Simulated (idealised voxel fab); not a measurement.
Process module name: voxel tone inversion
Section cut is 195 nm wide and gridded with 5 nm square cells.
When this document writes out a cross-section, it uses a grid of square cells and lists it as bands, beginning at the top and moving down, with a band standing for one or more rows of cells.
The entry gives the band's vertical extent as a top height and a bottom height in nm, then its horizontal make-up as materials from left to right, each with a width in nm. "blank" stands for empty space; a single material marked "full width" fills the band edge to edge.
Height 0 is the level under which the wafer as received is all one material. The lowest band goes on downwards, as in "from 0 down".
The notation "30..40" denotes a width that varies across the rows of cells in the band, beginning at the first number in the top row, finishing at the second number in the bottom row, and changing by an identical amount from each row to the next.
No cell of the cross-section changed in a step that is given as "everything unchanged".
"Enclosed cavities": sealed empty spaces, 8 cells or more, no open way to top, listed width x height at distance, with distance from the left edge and width, height and distance in nm.
Past the settings on a step's line: simulator remark, on that step.
If you see "overlay nm" on a step's line and that step has a mask, it's telling you how far right of where it was planned the mask ended up; a negative number means it went left instead.
[The process steps that were planned are listed below]
1. RECEIVE: material Si
2. CONFORMAL_DEP: material SiCN, thk nm 10
3. DIRECTIONAL_DEP: material aC, thk nm 20
4. PATTERN: tone cover, mask id POSTS, material resist, width nm 15, pitch nm 45, thk nm 25, overlay nm 0
5. DIRECTIONAL_ETCH: etch materials aC, depth nm 20
6. STRIP: etch materials resist
7. FILL_DEP: material lowk, thk nm 5
8. CMP: height nm 30
9. STRIP: etch materials aC
10. CONFORMAL_DEP: material TiN, thk nm 5
11. FILL_DEP: material Cu, thk nm 5
12. CMP: height nm 30
13. CONFORMAL_DEP: material SiCN, thk nm 5
[Cross-section: wafer on arrival = after step 1]
from 0 down: Si full width
Enclosed cavities: none
[Sectioned view, first of two wafers, at the close of the module, processed as intended in the plan]
from 35 to 30: SiCN full width
from 30 to 15: lowk 45 nm; TiN 5 nm; Cu 5 nm; TiN 5 nm; lowk 30 nm; TiN 5 nm; Cu 5 nm; TiN 5 nm; lowk 30 nm; TiN 5 nm; Cu 5 nm; TiN 5 nm; lowk 45 nm
from 15 to 10: lowk 45 nm; TiN 15 nm; lowk 30 nm; TiN 15 nm; lowk 30 nm; TiN 15 nm; lowk 45 nm
from 10 to 0: SiCN full width
from 0 down: Si full width
Enclosed cavities: none
[What the second wafer looks like in cross-section once the module is done. Its start and its plan matched the first wafer's exactly; what differed was one mistake in how it was run]
from 35 to 20: SiCN full width
from 20 to 0: aC full width
from 0 down: Si full width
Enclosed cavities: none
Processing error: plan vs actual: 2 and 3 interchanged
Once processing is complete, comparing cell counts shows that the second wafer has more or fewer of certain materials than the first: Cu: 9 fewer, TiN: 27 fewer, aC: 156 more, lowk: 120 fewer
